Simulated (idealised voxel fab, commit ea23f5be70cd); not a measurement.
The process module that follows is named voxel capacitor over wiring.
For reference, the cross-section in this document is cut, with width 245 nm and square cells of 5 nm.
In what follows, cross-sections appear as grids of square cells, described through bands that run from the top down, where every band is one or more rows of cells.
Basically the band line says how high the top is and how high the bottom is, in nm, and then what's in it from left to right, every material with its width in nm. Empty space shows up as "air", and if a single material carries "all across" it runs the full band edge to edge.
A quick word on heights: they are counted from 0, and under that level the wafer as it came to us is one material throughout. The lowest band is different from the rest in having no bottom; it simply continues downward, written as in "0..down".
It should be noted that a width expressed as "30..40" varies in equal increments from row to row of cells within the band, taking the value of the first number at the top row and that of the second number at the bottom row.
Take "no modifications" at face value: in the step it is given for, the cross-section changed in none of its cells.
You'll see "Sealed voids" listing empty spaces that have no way open to the top, as long as they're 8 cells or more; the notation is width x height at distance, where the distance is from the left edge, and all of it is in nm.
Past the settings on a step's line: simulator remark, on that step.
"overlay nm", when on a step's line for a step with a mask, measures how far to the right of its planned place the mask lay; a negative measure means to the left.
-- Process steps foreseen in the plan
1: RECEIVE (material Si)
2: CONFORMAL_DEP (material SiO2; thk nm 15)
3: CONFORMAL_DEP (material SiCN; thk nm 5)
4: DIRECTIONAL_DEP (material SiO2; thk nm 25)
5: DIRECTIONAL_DEP (material aC; thk nm 15)
6: PATTERN (tone open; mask id METAL_1; material resist; width nm 25; pitch nm 80; thk nm 30; overlay nm -15)
7: DIRECTIONAL_ETCH (etch materials aC; depth nm 15)
8: STRIP (etch materials resist)
9: DIRECTIONAL_ETCH (etch materials SiO2; depth nm 25)
10: DIRECTIONAL_ETCH (etch materials SiCN; depth nm 5)
11: STRIP (etch materials aC)
12: CONFORMAL_DEP (material TiN; thk nm 5)
13: FILL_DEP (material Cu; thk nm 5)
14: CMP (height nm 45)
15: CONFORMAL_DEP (material SiCN; thk nm 5)
16: DIRECTIONAL_DEP (material SiO2; thk nm 10)
17: DIRECTIONAL_DEP (material aC; thk nm 10)
18: PATTERN (tone open; mask id PLUG_1; material resist; width nm 15; thk nm 25; overlay nm 0)
19: DIRECTIONAL_ETCH (etch materials aC; depth nm 10)
20: STRIP (etch materials resist)
21: DIRECTIONAL_ETCH (etch materials SiO2; depth nm 10)
22: DIRECTIONAL_ETCH (etch materials SiCN; depth nm 5)
23: STRIP (etch materials aC)
24: CONFORMAL_DEP (material TiN; thk nm 5)
25: FILL_DEP (material Ru; thk nm 5)
26: CMP (height nm 60)
27: DIRECTIONAL_DEP (material TiN; thk nm 10)
28: DIRECTIONAL_DEP (material HfO2; thk nm 5)
29: DIRECTIONAL_DEP (material TiN; thk nm 5)
30: DIRECTIONAL_DEP (material aC; thk nm 15)
31: PATTERN (tone cover; mask id UPPER_PLATE; material resist; width nm 60; thk nm 30; overlay nm 0)
32: DIRECTIONAL_ETCH (etch materials aC; depth nm 15)
33: STRIP (etch materials resist)
34: DIRECTIONAL_ETCH (etch materials TiN; depth nm 5)
35: DIRECTIONAL_ETCH (etch materials HfO2; depth nm 5)
36: STRIP (etch materials aC)
37: PATTERN (tone cover; mask id LOWER_PLATE; material resist; width nm 70; thk nm 20; overlay nm 0)
38: DIRECTIONAL_ETCH (etch materials TiN; depth nm 10)
39: STRIP (etch materials resist)
40: FILL_DEP (material SiO2; thk nm 20)
41: CMP (height nm 95)
42: PATTERN (tone open; mask id PLUG_2; material resist; width nm 15; thk nm 20; overlay nm 0)
43: DIRECTIONAL_ETCH (etch materials SiO2; depth nm 15)
44: STRIP (etch materials resist)
45: CONFORMAL_DEP (material TiN; thk nm 5)
46: FILL_DEP (material Ru; thk nm 5)
47: CMP (height nm 95)
48: CONFORMAL_DEP (material SiCN; thk nm 5)
Among the wafers covered here, the point of difference is the overlay nm at step 6; their starting state is shared, and the plan presents the value of the first wafer.
-- Here's the first of the wafers in cross-section, just as we got it, i.e. after step 1
  0..down | Si all across
  Sealed voids: none
-- End-of-module cross-section, first of several wafers, after last step 48
  100..95 | SiCN all across
  95..85 | 90 SiO2 / 5 TiN / 5 Ru / 5 TiN / 140 SiO2
  85..75 | 90..80 SiO2 / 15..60 TiN / 140..105 SiO2
  75..70 | 80 SiO2 / 60 HfO2 / 105 SiO2
  70..60 | 75 SiO2 / 70 TiN / 100 SiO2
  60..50 | 80 SiO2 / 5 TiN / 5 Ru / 5 TiN / 150 SiO2
  50..45 | 80 SiCN / 15 TiN / 150 SiCN
  45..20 | 55 SiO2 / 5 TiN / 15 Cu / 5 TiN / 55 SiO2 / 5 TiN / 15 Cu / 5 TiN / 85 SiO2
  20..15 | 55 SiCN / 25 TiN / 55 SiCN / 25 TiN / 85 SiCN
  15..0 | SiO2 all across
  0..down | Si all across
  Sealed voids: none
-- The final wafer, sectioned at module end
  100..95 | SiCN all across
  95..85 | 90 SiO2 / 5 TiN / 5 Ru / 5 TiN / 140 SiO2
  85..75 | 90..80 SiO2 / 15..60 TiN / 140..105 SiO2
  75..70 | 80 SiO2 / 60 HfO2 / 105 SiO2
  70..60 | 75 SiO2 / 70 TiN / 100 SiO2
  60..50 | 80 SiO2 / 5 TiN / 5 Ru / 5 TiN / 150 SiO2
  50..45 | 80 SiCN / 15 TiN / 150 SiCN
  45..20 | 85 SiO2 / 5 TiN / 15 Cu / 5 TiN / 55 SiO2 / 5 TiN / 15 Cu / 5 TiN / 55 SiO2
  20..15 | 85 SiCN / 25 TiN / 55 SiCN / 25 TiN / 55 SiCN
  15..0 | SiO2 all across
  0..down | Si all across
  Sealed voids: none
-- wafer rows; end of module; cells per material since receipt: (+) gained, (-) lost; then closed voids
overlay nm -15; +30 Cu; +12 HfO2; +4 Ru; +134 SiCN; +716 SiO2; +84 TiN; Sealed voids: none
overlay nm -10; +30 Cu; +12 HfO2; +4 Ru; +134 SiCN; +716 SiO2; +84 TiN; Sealed voids: none
overlay nm -5; +30 Cu; +12 HfO2; +4 Ru; +134 SiCN; +716 SiO2; +84 TiN; Sealed voids: none
overlay nm 0; +30 Cu; +12 HfO2; +4 Ru; +134 SiCN; +716 SiO2; +84 TiN; Sealed voids: none
overlay nm 5; +30 Cu; +12 HfO2; +4 Ru; +134 SiCN; +716 SiO2; +84 TiN; Sealed voids: none
overlay nm 10; +30 Cu; +12 HfO2; +4 Ru; +134 SiCN; +716 SiO2; +84 TiN; Sealed voids: none
overlay nm 15; +30 Cu; +12 HfO2; +4 Ru; +134 SiCN; +716 SiO2; +84 TiN; Sealed voids: none
